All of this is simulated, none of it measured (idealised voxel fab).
You're looking at the process module voxel self aligned contacts.
240 nm wide, 5 nm square cells: that's cross-section cut.
In this document a cross-section is written as a grid of square cells. It is given as a series of bands, listed from the top down, and a band is one or more rows of cells. What a band's entry tells you: where the top is and where the bottom is, as heights in nm, and after that what lies inside, material by material from left to right, each with its width in nm. Empty space is written as the word "blank", and a single material marked with the word "edge to edge" occupies the band from edge to edge. Convention: height 0 is the level below which the wafer, as received, is all one material. The lowest band does not terminate at the bottom but continues downward, represented as "0..down". It should be noted that a width expressed as "30 to 40" varies in equal increments from row to row of cells within the band, taking the value of the first number at the top row and that of the second number at the bottom row. "no change" means the step left every cell of the cross-section as it was. So "Cavities, sealed" is basically the list of trapped voids: any empty space of 8 cells or more that can't reach the top through an opening. They're written width x height at distance, the distance being from the left edge, and it's all nm. It should be noted that, on the line of a given step, the content following the step's settings is a remark produced by the simulator itself with respect to that step. Each step line may optionally specify "overlay nm", which for a step with a mask gives the rightward distance between the mask's planned place and where it lay, a negative value indicating the leftward direction.
### The process steps that were planned are listed below
step 1: RECEIVE (material Si)
step 2: OXIDIZE (depth nm 5)
step 3: DIRECTIONAL_DEP (material polySi; thk nm 25)
step 4: DIRECTIONAL_DEP (material SiN; thk nm 20)
step 5: DIRECTIONAL_DEP (material aC; thk nm 15)
step 6: PATTERN (tone cover; mask id GATE; material resist; width nm 25; pitch nm 55; thk nm 30; overlay nm 0)
step 7: DIRECTIONAL_ETCH (etch materials aC; depth nm 15)
step 8: STRIP (etch materials resist)
step 9: DIRECTIONAL_ETCH (etch materials SiN; depth nm 20)
step 10: DIRECTIONAL_ETCH (etch materials polySi; depth nm 25)
step 11: STRIP (etch materials aC)
step 12: CONFORMAL_DEP (material SiN; thk nm 5)
step 13: DIRECTIONAL_ETCH (etch materials SiN; depth nm 5)
step 14: FILL_DEP (material SiO2; thk nm 20)
step 15: CMP (height nm 55)
step 16: PATTERN (tone open; mask id CONTACT; material resist; width nm 40; pitch nm 55; thk nm 20; overlay nm 0)
step 17: DIRECTIONAL_ETCH (etch materials SiO2; depth nm 60)
step 18: STRIP (etch materials resist)
step 19: CONFORMAL_DEP (material TiN; thk nm 5)
step 20: FILL_DEP (material W; thk nm 5)
step 21: CMP (height nm 55)
step 22: CONFORMAL_DEP (material SiCN; thk nm 5)
### First of two wafers, with the run carried out as planned
### Wafer cross-section on receipt, i.e. after step 1
* 0..down  Si edge to edge
* Cavities, sealed: none
### Cross-section through the wafer, step 2 finished
* 0..-5  SiO2 edge to edge
* Below -5, no change.
### Cross-section through the wafer, step 3 finished
* 25..0  polySi edge to edge
* Below 0, no change.
### Cross-section through the wafer, step 4 finished
* 45..25  SiN edge to edge
* Below 25, no change.
### Cross-section through the wafer, step 5 finished
* 60..45  aC edge to edge
* Below 45, no change.
### Cross-section through the wafer, step 6 finished
* 90..60  blank 50 nm  resist 25 nm  blank 30 nm  resist 25 nm  blank 30 nm  resist 25 nm  blank 55 nm
* Below 60, no change.
### Cross-section through the wafer, step 7 finished
* 75..60  blank 50 nm  resist 25 nm  blank 30 nm  resist 25 nm  blank 30 nm  resist 25 nm  blank 55 nm
* 60..45  blank 50 nm  aC 25 nm  blank 30 nm  aC 25 nm  blank 30 nm  aC 25 nm  blank 55 nm
* Below 45, no change.
### Cross-section through the wafer, step 8 finished
* 60..45  blank 50 nm  aC 25 nm  blank 30 nm  aC 25 nm  blank 30 nm  aC 25 nm  blank 55 nm
* Below 45, no change.
### Cross-section through the wafer, step 9 finished
* 60..45  blank 50 nm  aC 25 nm  blank 30 nm  aC 25 nm  blank 30 nm  aC 25 nm  blank 55 nm
* 45..25  blank 50 nm  SiN 25 nm  blank 30 nm  SiN 25 nm  blank 30 nm  SiN 25 nm  blank 55 nm
* Below 25, no change.
### Cross-section through the wafer, step 10 finished
* 60..45  blank 50 nm  aC 25 nm  blank 30 nm  aC 25 nm  blank 30 nm  aC 25 nm  blank 55 nm
* 45..25  blank 50 nm  SiN 25 nm  blank 30 nm  SiN 25 nm  blank 30 nm  SiN 25 nm  blank 55 nm
* 25..0  blank 50 nm  polySi 25 nm  blank 30 nm  polySi 25 nm  blank 30 nm  polySi 25 nm  blank 55 nm
* Below 0, no change.
### Cross-section through the wafer, step 11 finished
* 45..25  blank 50 nm  SiN 25 nm  blank 30 nm  SiN 25 nm  blank 30 nm  SiN 25 nm  blank 55 nm
* Below 25, no change.
### Cross-section through the wafer, step 12 finished
* 50..25  blank 45 nm  SiN 35 nm  blank 20 nm  SiN 35 nm  blank 20 nm  SiN 35 nm  blank 50 nm
* 25..5  blank 45 nm  SiN 5 nm  polySi 25 nm  SiN 5 nm  blank 20 nm  SiN 5 nm  polySi 25 nm  SiN 5 nm  blank 20 nm  SiN 5 nm  polySi 25 nm  SiN 5 nm  blank 50 nm
* 5..0  SiN 50 nm  polySi 25 nm  SiN 30 nm  polySi 25 nm  SiN 30 nm  polySi 25 nm  SiN 55 nm
* Below 0, no change.
### Cross-section through the wafer, step 13 finished
* 45..25  blank 45 nm  SiN 35 nm  blank 20 nm  SiN 35 nm  blank 20 nm  SiN 35 nm  blank 50 nm
* 25..0  blank 45 nm  SiN 5 nm  polySi 25 nm  SiN 5 nm  blank 20 nm  SiN 5 nm  polySi 25 nm  SiN 5 nm  blank 20 nm  SiN 5 nm  polySi 25 nm  SiN 5 nm  blank 50 nm
* Below 0, no change.
### Cross-section through the wafer, step 14 finished
* 65..45  SiO2 edge to edge
* 45..25  SiO2 45 nm  SiN 35 nm  SiO2 20 nm  SiN 35 nm  SiO2 20 nm  SiN 35 nm  SiO2 50 nm
* 25..0  SiO2 45 nm  SiN 5 nm  polySi 25 nm  SiN 5 nm  SiO2 20 nm  SiN 5 nm  polySi 25 nm  SiN 5 nm  SiO2 20 nm  SiN 5 nm  polySi 25 nm  SiN 5 nm  SiO2 50 nm
* Below 0, no change.
### Cross-section through the wafer, step 15 finished
* 55..45  SiO2 edge to edge
* Below 45, no change.
### Cross-section through the wafer, step 16 finished
* 75..55  resist 70 nm  blank 40 nm  resist 15 nm  blank 40 nm  resist 75 nm
* Below 55, no change.
### Cross-section through the wafer, step 17 finished
* 75..55  resist 70 nm  blank 40 nm  resist 15 nm  blank 40 nm  resist 75 nm
* 55..45  SiO2 70 nm  blank 40 nm  SiO2 15 nm  blank 40 nm  SiO2 75 nm
* 45..25  SiO2 45 nm  SiN 35 nm  blank 20 nm  SiN 35 nm  blank 20 nm  SiN 35 nm  SiO2 50 nm
* 25..0  SiO2 45 nm  SiN 5 nm  polySi 25 nm  SiN 5 nm  blank 20 nm  SiN 5 nm  polySi 25 nm  SiN 5 nm  blank 20 nm  SiN 5 nm  polySi 25 nm  SiN 5 nm  SiO2 50 nm
* 0..-5  SiO2 80 nm  blank 20 nm  SiO2 35 nm  blank 20 nm  SiO2 85 nm
* Below -5, no change.
### Cross-section through the wafer, step 18 finished
* 55..45  SiO2 70 nm  blank 40 nm  SiO2 15 nm  blank 40 nm  SiO2 75 nm
* Below 45, no change.
### Cross-section through the wafer, step 19 finished
* 60..55  TiN 75 nm  blank 30 nm  TiN 25 nm  blank 30 nm  TiN 80 nm
* 55..45  SiO2 70 nm  TiN 5 to 15 nm  blank 30 to 10 nm  TiN 5 to 15 nm  SiO2 15 nm  TiN 5 to 15 nm  blank 30 to 10 nm  TiN 5 to 15 nm  SiO2 75 nm
* 45..25  SiO2 45 nm  SiN 35 nm  TiN 5 nm  blank 10 nm  TiN 5 nm  SiN 35 nm  TiN 5 nm  blank 10 nm  TiN 5 nm  SiN 35 nm  SiO2 50 nm
* 25..0  SiO2 45 nm  SiN 5 nm  polySi 25 nm  SiN 5 nm  TiN 5 nm  blank 10 nm  TiN 5 nm  SiN 5 nm  polySi 25 nm  SiN 5 nm  TiN 5 nm  blank 10 nm  TiN 5 nm  SiN 5 nm  polySi 25 nm  SiN 5 nm  SiO2 50 nm
* 0..-5  SiO2 80 nm  TiN 20 nm  SiO2 35 nm  TiN 20 nm  SiO2 85 nm
* Below -5, no change.
### Cross-section through the wafer, step 20 finished
* 65..60  W edge to edge
* 60..55  TiN 75 nm  W 30 nm  TiN 25 nm  W 30 nm  TiN 80 nm
* 55..45  SiO2 70 nm  TiN 5 to 15 nm  W 30 to 10 nm  TiN 5 to 15 nm  SiO2 15 nm  TiN 5 to 15 nm  W 30 to 10 nm  TiN 5 to 15 nm  SiO2 75 nm
* 45..25  SiO2 45 nm  SiN 35 nm  TiN 5 nm  W 10 nm  TiN 5 nm  SiN 35 nm  TiN 5 nm  W 10 nm  TiN 5 nm  SiN 35 nm  SiO2 50 nm
* 25..0  SiO2 45 nm  SiN 5 nm  polySi 25 nm  SiN 5 nm  TiN 5 nm  W 10 nm  TiN 5 nm  SiN 5 nm  polySi 25 nm  SiN 5 nm  TiN 5 nm  W 10 nm  TiN 5 nm  SiN 5 nm  polySi 25 nm  SiN 5 nm  SiO2 50 nm
* Below 0, no change.
### Cross-section through the wafer, step 21 finished
* 55..45  SiO2 70 nm  TiN 5 to 15 nm  W 30 to 10 nm  TiN 5 to 15 nm  SiO2 15 nm  TiN 5 to 15 nm  W 30 to 10 nm  TiN 5 to 15 nm  SiO2 75 nm
* Below 45, no change.
### Cross-section through the wafer, step 22 finished
* 60..55  SiCN edge to edge
* Below 55, no change.
### Second wafer: same start and same plan as the first, one execution error; identical to the first through step 5
### Planned end of step 6: second wafer, cross-section
* 90..60  blank 55 nm  resist 25 nm  blank 30 nm  resist 25 nm  blank 30 nm  resist 25 nm  blank 50 nm
* Below 60, no change.
### Planned end of step 7: second wafer, cross-section
* 75..60  blank 55 nm  resist 25 nm  blank 30 nm  resist 25 nm  blank 30 nm  resist 25 nm  blank 50 nm
* 60..45  blank 55 nm  aC 25 nm  blank 30 nm  aC 25 nm  blank 30 nm  aC 25 nm  blank 50 nm
* Below 45, no change.
### Planned end of step 8: second wafer, cross-section
* 60..45  blank 55 nm  aC 25 nm  blank 30 nm  aC 25 nm  blank 30 nm  aC 25 nm  blank 50 nm
* Below 45, no change.
### Planned end of step 9: second wafer, cross-section
* 60..45  blank 55 nm  aC 25 nm  blank 30 nm  aC 25 nm  blank 30 nm  aC 25 nm  blank 50 nm
* 45..25  blank 55 nm  SiN 25 nm  blank 30 nm  SiN 25 nm  blank 30 nm  SiN 25 nm  blank 50 nm
* Below 25, no change.
### Planned end of step 10: second wafer, cross-section
* 60..45  blank 55 nm  aC 25 nm  blank 30 nm  aC 25 nm  blank 30 nm  aC 25 nm  blank 50 nm
* 45..25  blank 55 nm  SiN 25 nm  blank 30 nm  SiN 25 nm  blank 30 nm  SiN 25 nm  blank 50 nm
* 25..0  blank 55 nm  polySi 25 nm  blank 30 nm  polySi 25 nm  blank 30 nm  polySi 25 nm  blank 50 nm
* Below 0, no change.
### Planned end of step 11: second wafer, cross-section
* 45..25  blank 55 nm  SiN 25 nm  blank 30 nm  SiN 25 nm  blank 30 nm  SiN 25 nm  blank 50 nm
* Below 25, no change.
### Planned end of step 12: second wafer, cross-section
* 50..25  blank 50 nm  SiN 35 nm  blank 20 nm  SiN 35 nm  blank 20 nm  SiN 35 nm  blank 45 nm
* 25..5  blank 50 nm  SiN 5 nm  polySi 25 nm  SiN 5 nm  blank 20 nm  SiN 5 nm  polySi 25 nm  SiN 5 nm  blank 20 nm  SiN 5 nm  polySi 25 nm  SiN 5 nm  blank 45 nm
* 5..0  SiN 55 nm  polySi 25 nm  SiN 30 nm  polySi 25 nm  SiN 30 nm  polySi 25 nm  SiN 50 nm
* Below 0, no change.
### Planned end of step 13: second wafer, cross-section
* 45..25  blank 50 nm  SiN 35 nm  blank 20 nm  SiN 35 nm  blank 20 nm  SiN 35 nm  blank 45 nm
* 25..0  blank 50 nm  SiN 5 nm  polySi 25 nm  SiN 5 nm  blank 20 nm  SiN 5 nm  polySi 25 nm  SiN 5 nm  blank 20 nm  SiN 5 nm  polySi 25 nm  SiN 5 nm  blank 45 nm
* Below 0, no change.
### Planned end of step 14: second wafer, cross-section
* 65..45  SiO2 edge to edge
* 45..25  SiO2 50 nm  SiN 35 nm  SiO2 20 nm  SiN 35 nm  SiO2 20 nm  SiN 35 nm  SiO2 45 nm
* 25..0  SiO2 50 nm  SiN 5 nm  polySi 25 nm  SiN 5 nm  SiO2 20 nm  SiN 5 nm  polySi 25 nm  SiN 5 nm  SiO2 20 nm  SiN 5 nm  polySi 25 nm  SiN 5 nm  SiO2 45 nm
* Below 0, no change.
### Planned end of step 15: second wafer, cross-section
* 55..45  SiO2 edge to edge
* Below 45, no change.
### Planned end of step 16: second wafer, cross-section
* 75..55  resist 70 nm  blank 40 nm  resist 15 nm  blank 40 nm  resist 75 nm
* Below 55, no change.
### Planned end of step 17: second wafer, cross-section
* 75..55  resist 70 nm  blank 40 nm  resist 15 nm  blank 40 nm  resist 75 nm
* 55..45  SiO2 70 nm  blank 40 nm  SiO2 15 nm  blank 40 nm  SiO2 75 nm
* 45..25  SiO2 50 nm  SiN 35 nm  blank 20 nm  SiN 35 nm  blank 20 nm  SiN 35 nm  SiO2 45 nm
* 25..0  SiO2 50 nm  SiN 5 nm  polySi 25 nm  SiN 5 nm  blank 20 nm  SiN 5 nm  polySi 25 nm  SiN 5 nm  blank 20 nm  SiN 5 nm  polySi 25 nm  SiN 5 nm  SiO2 45 nm
* 0..-5  SiO2 85 nm  blank 20 nm  SiO2 35 nm  blank 20 nm  SiO2 80 nm
* Below -5, no change.
### Planned end of step 18: second wafer, cross-section
* 55..45  SiO2 70 nm  blank 40 nm  SiO2 15 nm  blank 40 nm  SiO2 75 nm
* Below 45, no change.
### Planned end of step 19: second wafer, cross-section
* 60..55  TiN 75 nm  blank 30 nm  TiN 25 nm  blank 30 nm  TiN 80 nm
* 55..45  SiO2 70 nm  TiN 5 to 20 nm  blank 30 to 10 nm  TiN 5 to 10 nm  SiO2 15 nm  TiN 5 to 20 nm  blank 30 to 10 nm  TiN 5 to 10 nm  SiO2 75 nm
* 45..25  SiO2 50 nm  SiN 35 nm  TiN 5 nm  blank 10 nm  TiN 5 nm  SiN 35 nm  TiN 5 nm  blank 10 nm  TiN 5 nm  SiN 35 nm  SiO2 45 nm
* 25..0  SiO2 50 nm  SiN 5 nm  polySi 25 nm  SiN 5 nm  TiN 5 nm  blank 10 nm  TiN 5 nm  SiN 5 nm  polySi 25 nm  SiN 5 nm  TiN 5 nm  blank 10 nm  TiN 5 nm  SiN 5 nm  polySi 25 nm  SiN 5 nm  SiO2 45 nm
* 0..-5  SiO2 85 nm  TiN 20 nm  SiO2 35 nm  TiN 20 nm  SiO2 80 nm
* Below -5, no change.
### Planned end of step 20: second wafer, cross-section
* 65..60  W edge to edge
* 60..55  TiN 75 nm  W 30 nm  TiN 25 nm  W 30 nm  TiN 80 nm
* 55..45  SiO2 70 nm  TiN 5 to 20 nm  W 30 to 10 nm  TiN 5 to 10 nm  SiO2 15 nm  TiN 5 to 20 nm  W 30 to 10 nm  TiN 5 to 10 nm  SiO2 75 nm
* 45..25  SiO2 50 nm  SiN 35 nm  TiN 5 nm  W 10 nm  TiN 5 nm  SiN 35 nm  TiN 5 nm  W 10 nm  TiN 5 nm  SiN 35 nm  SiO2 45 nm
* 25..0  SiO2 50 nm  SiN 5 nm  polySi 25 nm  SiN 5 nm  TiN 5 nm  W 10 nm  TiN 5 nm  SiN 5 nm  polySi 25 nm  SiN 5 nm  TiN 5 nm  W 10 nm  TiN 5 nm  SiN 5 nm  polySi 25 nm  SiN 5 nm  SiO2 45 nm
* Below 0, no change.
### Planned end of step 21: second wafer, cross-section
* 55..45  SiO2 70 nm  TiN 5 to 20 nm  W 30 to 10 nm  TiN 5 to 10 nm  SiO2 15 nm  TiN 5 to 20 nm  W 30 to 10 nm  TiN 5 to 10 nm  SiO2 75 nm
* Below 45, no change.
### Planned end of step 22: second wafer, cross-section
* 60..55  SiCN edge to edge
* Below 55, no change.
Diagnosis: so step 6 ended up running with a different setting than we planned, it ran as PATTERN (tone cover; mask id GATE; material resist; width nm 25; pitch nm 55; thk nm 30; overlay nm 5)
The concluding comparison shows that, measured in cells, each material is equally abundant on both wafers, albeit at different positions.
